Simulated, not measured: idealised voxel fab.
Presented below is a process module, voxel capacitor over wiring.
Section shown: cut. Width: 300 nm. Cell size: 5 nm, square.
The cross-sections in this document take the form of a grid made of square cells. They are written out as bands, in order from top to bottom. Each band consists of one or more rows of cells.
A band entry consists of two parts. The first gives the height of the band's top and the height of its bottom, in nm. The rest lists the band's materials from left to right, each with its width in nm. A single material labelled with the word "throughout" fills the band from edge to edge, and the word "empty" marks empty space.
Ref level 0: as-received wafer is one material below here. Bottom band extends down with no lower bound ("0 and below").
Width spec "30 to 40" -> top row of cells at first value, bottom row at second value, equal per-row change in between.
Take "no alteration" at face value: in the step it is given for, the cross-section changed in none of its cells.
You'll see "Enclosed cavities" listing empty spaces that have no way open to the top, as long as they're 8 cells or more; the notation is width x height at distance, where the distance is from the left edge, and all of it is in nm.
Read whatever lies past the settings on a step's line as the simulator's own remark about the step.
overlay nm: how far to the right of its planned place the mask lay on this masked step (negative: to the left).

Process steps foreseen in the plan:
| 1 | op RECEIVE | material Si |
| 2 | op CONFORMAL_DEP | material SiO2 | thk nm 15 |
| 3 | op DIRECTIONAL_DEP | material TiN | thk nm 5 |
| 4 | op DIRECTIONAL_DEP | material Ru | thk nm 20 |
| 5 | op DIRECTIONAL_DEP | material aC | thk nm 15 |
| 6 | op PATTERN | tone cover | mask id METAL_1 | material resist | width nm 25 | pitch nm 90 | thk nm 35 | overlay nm 0 |
| 7 | op DIRECTIONAL_ETCH | etch materials aC | depth nm 15 |
| 8 | op STRIP | etch materials resist |
| 9 | op DIRECTIONAL_ETCH | etch materials Ru | depth nm 20 |
| 10 | op DIRECTIONAL_ETCH | etch materials TiN | depth nm 5 |
| 11 | op STRIP | etch materials aC |
| 12 | op FILL_DEP | material lowk | thk nm 10 |
| 13 | op CMP | height nm 40 |
| 14 | op CONFORMAL_DEP | material SiCN | thk nm 5 |
| 15 | op DIRECTIONAL_DEP | material lowk | thk nm 20 |
| 16 | op PATTERN | tone open | mask id PLUG_1 | material resist | width nm 15 | thk nm 20 | overlay nm 0 |
| 17 | op DIRECTIONAL_ETCH | etch materials lowk | depth nm 20 |
| 18 | op DIRECTIONAL_ETCH | etch materials SiCN | depth nm 5 |
| 19 | op STRIP | etch materials resist |
| 20 | op CONFORMAL_DEP | material TiN | thk nm 5 |
| 21 | op FILL_DEP | material W | thk nm 10 |
| 22 | op CMP | height nm 65 |
| 23 | op DIRECTIONAL_DEP | material TiN | thk nm 5 |
| 24 | op DIRECTIONAL_DEP | material Al2O3 | thk nm 5 |
| 25 | op DIRECTIONAL_DEP | material TiN | thk nm 10 |
| 26 | op DIRECTIONAL_DEP | material aC | thk nm 15 |
| 27 | op PATTERN | tone cover | mask id UPPER_PLATE | material resist | width nm 70 | thk nm 30 | overlay nm 0 |
| 28 | op DIRECTIONAL_ETCH | etch materials aC | depth nm 15 |
| 29 | op STRIP | etch materials resist |
| 30 | op DIRECTIONAL_ETCH | etch materials TiN | depth nm 10 |
| 31 | op DIRECTIONAL_ETCH | etch materials Al2O3 | depth nm 5 |
| 32 | op STRIP | etch materials aC |
| 33 | op MASKED_ETCH | tone cover | mask id LOWER_PLATE | width nm 80 | etch materials TiN | depth nm 5 | overlay nm 0 |
| 34 | op FILL_DEP | material SiO2 | thk nm 20 |
| 35 | op CMP | height nm 100 |
| 36 | op PATTERN | tone open | mask id PLUG_2 | material resist | width nm 15 | thk nm 20 | overlay nm 0 |
| 37 | op DIRECTIONAL_ETCH | etch materials SiO2 | depth nm 15 |
| 38 | op STRIP | etch materials resist |
| 39 | op CONFORMAL_DEP | material TiN | thk nm 5 |
| 40 | op FILL_DEP | material Ru | thk nm 5 |
| 41 | op CMP | height nm 100 |
| 42 | op CONFORMAL_DEP | material SiN | thk nm 5 |

Cross-section of the wafer upon arrival, representing the state reached after step 1:
0 and below | Si throughout
Enclosed cavities: none

The following cross-section depicts the wafer upon conclusion of the module. Processing commenced from the starting condition illustrated above and adhered to the plan illustrated above, save for one mistake in execution:
105 down to 100 | SiN throughout
100 down to 90 | 110 of SiO2, then 5 of TiN, then 5 of Ru, then 5 of TiN, then 175 of SiO2
90 down to 85 | 110 of SiO2, then 15 of TiN, then 175 of SiO2
85 down to 75 | 100 of SiO2, then 70 of TiN, then 130 of SiO2
75 down to 70 | 100 of SiO2, then 70 of Al2O3, then 130 of SiO2
70 down to 65 | 95 of SiO2, then 80 of TiN, then 125 of SiO2
65 down to 45 | 100 of lowk, then 5 of TiN, then 5 of W, then 5 of TiN, then 185 of lowk
45 down to 40 | 100 of SiCN, then 15 of TiN, then 185 of SiCN
40 down to 20 | 85 of lowk, then 25 of Ru, then 65 of lowk, then 25 of Ru, then 100 of lowk
20 down to 15 | 85 of lowk, then 25 of TiN, then 65 of lowk, then 25 of TiN, then 100 of lowk
15 down to 0 | SiO2 throughout
0 and below | Si throughout
Enclosed cavities: none
Run error: step 6 went in with a setting other than planned; the actual run was op PATTERN | tone cover | mask id METAL_1 | material resist | width nm 25 | pitch nm 90 | thk nm 35 | overlay nm -5
